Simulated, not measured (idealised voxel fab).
The following is a process module called voxel capacitor over wiring.
Cross-sectional view cut (width: 235 nm; square cell size: 5 nm).
For the purposes of this document, a cross-section shall be understood as a grid of square cells, specified as bands listed in top-to-bottom order, each band consisting of one or more rows of cells.
Heads up on the band format: heights come first, top then bottom, in nm. After that it's the materials left to right, each with its width in nm. A single material flagged "throughout" fills the whole band edge to edge, and "air" means there's empty space there.
For the purposes of this specification, 0 denotes the height below which the wafer in its as-received condition is composed wholly of one material, and the lowermost band, lacking a lower limit, extends downward without end, as expressed in "from 0 down".
A two-number width, for instance "30 to 40", indicates that the width is equal to the first number in the top row of the band and to the second number in the bottom row, and that it changes by a constant amount per row of cells.
Basically "nothing different" means that step didn't change any cell in the cross-section.
In "Sealed void inventory" the enclosed voids are listed, meaning empty spaces of 8 cells or larger without any opening to the top. The form is width x height at distance, distance from the left edge, units nm.
What comes after the settings on a step's line is commentary from the simulator itself on that step.
"overlay nm", when on a step's line for a step with a mask, measures how far to the right of its planned place the mask lay; a negative measure means to the left.
### Here's what the planned process steps look like
1: RECEIVE with material Si
2: CONFORMAL_DEP with material SiO2, thk nm 10
3: CONFORMAL_DEP with material SiCN, thk nm 5
4: DIRECTIONAL_DEP with material SiO2, thk nm 15
5: DIRECTIONAL_DEP with material aC, thk nm 15
6: PATTERN with tone open, mask id METAL_1, material resist, width nm 20, pitch nm 80, thk nm 35, overlay nm 0
7: DIRECTIONAL_ETCH with etch materials aC, depth nm 15
8: STRIP with etch materials resist
9: DIRECTIONAL_ETCH with etch materials SiO2, depth nm 15
10: DIRECTIONAL_ETCH with etch materials SiCN, depth nm 5
11: STRIP with etch materials aC
12: CONFORMAL_DEP with material TiN, thk nm 5
13: FILL_DEP with material Cu, thk nm 5
14: CMP with height nm 30
15: CONFORMAL_DEP with material SiCN, thk nm 5
16: DIRECTIONAL_DEP with material SiO2, thk nm 15
17: PATTERN with tone open, mask id PLUG_1, material resist, width nm 15, thk nm 15, overlay nm 0
18: DIRECTIONAL_ETCH with etch materials SiO2, depth nm 15
19: DIRECTIONAL_ETCH with etch materials SiCN, depth nm 5
20: STRIP with etch materials resist
21: CONFORMAL_DEP with material TiN, thk nm 5
22: FILL_DEP with material W, thk nm 10
23: CMP with height nm 50
24: DIRECTIONAL_DEP with material TiN, thk nm 10
25: DIRECTIONAL_DEP with material HfO2, thk nm 5
26: DIRECTIONAL_DEP with material TiN, thk nm 5
27: PATTERN with tone cover, mask id UPPER_PLATE, material resist, width nm 65, thk nm 20, overlay nm 0
28: DIRECTIONAL_ETCH with etch materials TiN, depth nm 5
29: DIRECTIONAL_ETCH with etch materials HfO2, depth nm 5
30: STRIP with etch materials resist
31: PATTERN with tone cover, mask id LOWER_PLATE, material resist, width nm 75, thk nm 20, overlay nm 0
32: DIRECTIONAL_ETCH with etch materials TiN, depth nm 10
33: STRIP with etch materials resist
34: FILL_DEP with material SiO2, thk nm 20
35: CMP with height nm 75
36: PATTERN with tone open, mask id PLUG_2, material resist, width nm 15, thk nm 15, overlay nm 0
37: DIRECTIONAL_ETCH with etch materials SiO2, depth nm 15
38: STRIP with etch materials resist
39: CONFORMAL_DEP with material TiN, thk nm 5
40: FILL_DEP with material W, thk nm 10
41: CMP with height nm 85
42: CONFORMAL_DEP with material SiN, thk nm 5
Wafer-to-wafer difference: height nm, step 35. Common start. Plan = first wafer's value.
### The first of several wafers, as received after step 1, seen in section
> from 0 down: Si throughout
> Sealed void inventory: none
### Cross-sectional representation of the first of several wafers at the end of the module, i.e. after its terminal step, step 42
> from 90 to 85: SiN throughout
> from 85 to 80: W throughout
> from 80 to 75: TiN (85) | W (5) | TiN (145)
> from 75 to 65: SiO2 (80 to 70) | TiN (15 to 65) | SiO2 (140 to 100)
> from 65 to 60: SiO2 (70) | HfO2 (65) | SiO2 (100)
> from 60 to 50: SiO2 (65) | TiN (75) | SiO2 (95)
> from 50 to 35: SiO2 (70) | TiN (5) | W (5) | TiN (5) | SiO2 (150)
> from 35 to 30: SiCN (70) | TiN (15) | SiCN (150)
> from 30 to 15: SiO2 (65) | TiN (5) | Cu (10) | TiN (5) | SiO2 (60) | TiN (5) | Cu (10) | TiN (5) | SiO2 (70)
> from 15 to 10: SiCN (65) | TiN (20) | SiCN (60) | TiN (20) | SiCN (70)
> from 10 to 0: SiO2 throughout
> from 0 down: Si throughout
> Sealed void inventory: none
### X-section, last wafer, module end
> from 90 to 85: SiN throughout
> from 85 to 80: SiO2 (80) | TiN (5) | W (5) | TiN (5) | SiO2 (140)
> from 80 to 75: SiO2 (80) | TiN (15) | SiO2 (140)
> from 75 to 70: SiO2 throughout
> from 70 to 65: SiO2 (70) | TiN (65) | SiO2 (100)
> from 65 to 60: SiO2 (70) | HfO2 (65) | SiO2 (100)
> from 60 to 50: SiO2 (65) | TiN (75) | SiO2 (95)
> from 50 to 35: SiO2 (70) | TiN (5) | W (5) | TiN (5) | SiO2 (150)
> from 35 to 30: SiCN (70) | TiN (15) | SiCN (150)
> from 30 to 15: SiO2 (65) | TiN (5) | Cu (10) | TiN (5) | SiO2 (60) | TiN (5) | Cu (10) | TiN (5) | SiO2 (70)
> from 15 to 10: SiCN (65) | TiN (20) | SiCN (60) | TiN (20) | SiCN (70)
> from 10 to 0: SiO2 throughout
> from 0 down: Si throughout
> Sealed void inventory: none
### Take any row and you have a wafer at the end of the module: how many cells of each material it has gained (+) or lost (-) since it was received, and then its closed voids
height nm 75, +12 Cu, +13 HfO2, +83 SiCN, +47 SiN, +519 SiO2, +121 TiN, +51 W, Sealed void inventory: none
height nm 80, +12 Cu, +13 HfO2, +83 SiCN, +47 SiN, +563 SiO2, +123 TiN, +5 W, Sealed void inventory: none
height nm 85, +12 Cu, +13 HfO2, +83 SiCN, +47 SiN, +607 SiO2, +79 TiN, +5 W, Sealed void inventory: none
height nm 90, +12 Cu, +13 HfO2, +83 SiCN, +47 SiN, +610 SiO2, +77 TiN, +4 W, Sealed void inventory: none
